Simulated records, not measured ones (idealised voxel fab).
Name of the process module below: voxel fin reveal
The width of the displayed cross-section, cut, is 275 nm; its cells are square, with a size of 5 nm.
Bands, listed from the top down, are how a cross-section gets written in this document; the cross-section itself is a grid of square cells, and a band is one or more rows of them.
This entry defines a band. It first specifies the height of the band's top and the height of its bottom in nm, and then specifies the band's materials from left to right, stating each material with its width in nm. The word "everywhere" identifies a single material that fills the band from edge to edge, while the word "blank" identifies empty space.
Where do heights start? At 0: under that level the wafer as delivered is made of one material only. And the lowest band has no floor; it just carries on downward, as in "0..down".
Width: "30 to 40" (first number = top row, second number = bottom row, same change from row to row of cells).
When a step is marked "nothing was modified", none of the cells in the cross-section changed during that step.
Listed in "Entrapped voids": every empty space of 8 or more cells without an open way to the top. Form: width x height at distance, the distance being from the left edge, all in nm.
Note: text after step settings on the step line = simulator remark on that step.
For masked steps, "overlay nm" on the step line gives how far right of plan the mask actually lay; a minus sign means it lay to the left.

## Process steps - plan
step 1: op RECEIVE | material Si
step 2: op CONFORMAL_DEP | material SiN | thk nm 5
step 3: op MASKED_ETCH | tone cover | mask id FINS | width nm 15 | pitch nm 35 | etch materials SiN | depth nm 5 | overlay nm 0
step 4: op MASKED_ETCH | tone cover | mask id FINS | width nm 15 | pitch nm 35 | etch materials Si | depth nm 40 | overlay nm 0
step 5: op OXIDIZE | depth nm 5
step 6: op FILL_DEP | material SiO2 | thk nm 15
step 7: op CMP | height nm 5
step 8: op SELECTIVE_ETCH | etch materials SiO2 | depth nm 20
step 9: op STRIP | etch materials SiN

## Cross-section: wafer on arrival = after step 1
	0..down = Si everywhere
	Entrapped voids: none

## What the wafer looks like in cross-section after this module, when it starts as shown above and follows the plan above but one mistake is made in running it
	5..0 = blank=75, SiN=15, blank=20, SiN=15, blank=20, SiN=15, blank=20, SiN=15, blank=80
	0..-45 = blank=80, Si=5, blank=30, Si=5, blank=30, Si=5, blank=30, Si=5, blank=85
	-45..down = Si everywhere
	Entrapped voids: none
Deviation from plan: note that step 9 departed from the planned setting and was carried out as op STRIP | etch materials SiO2
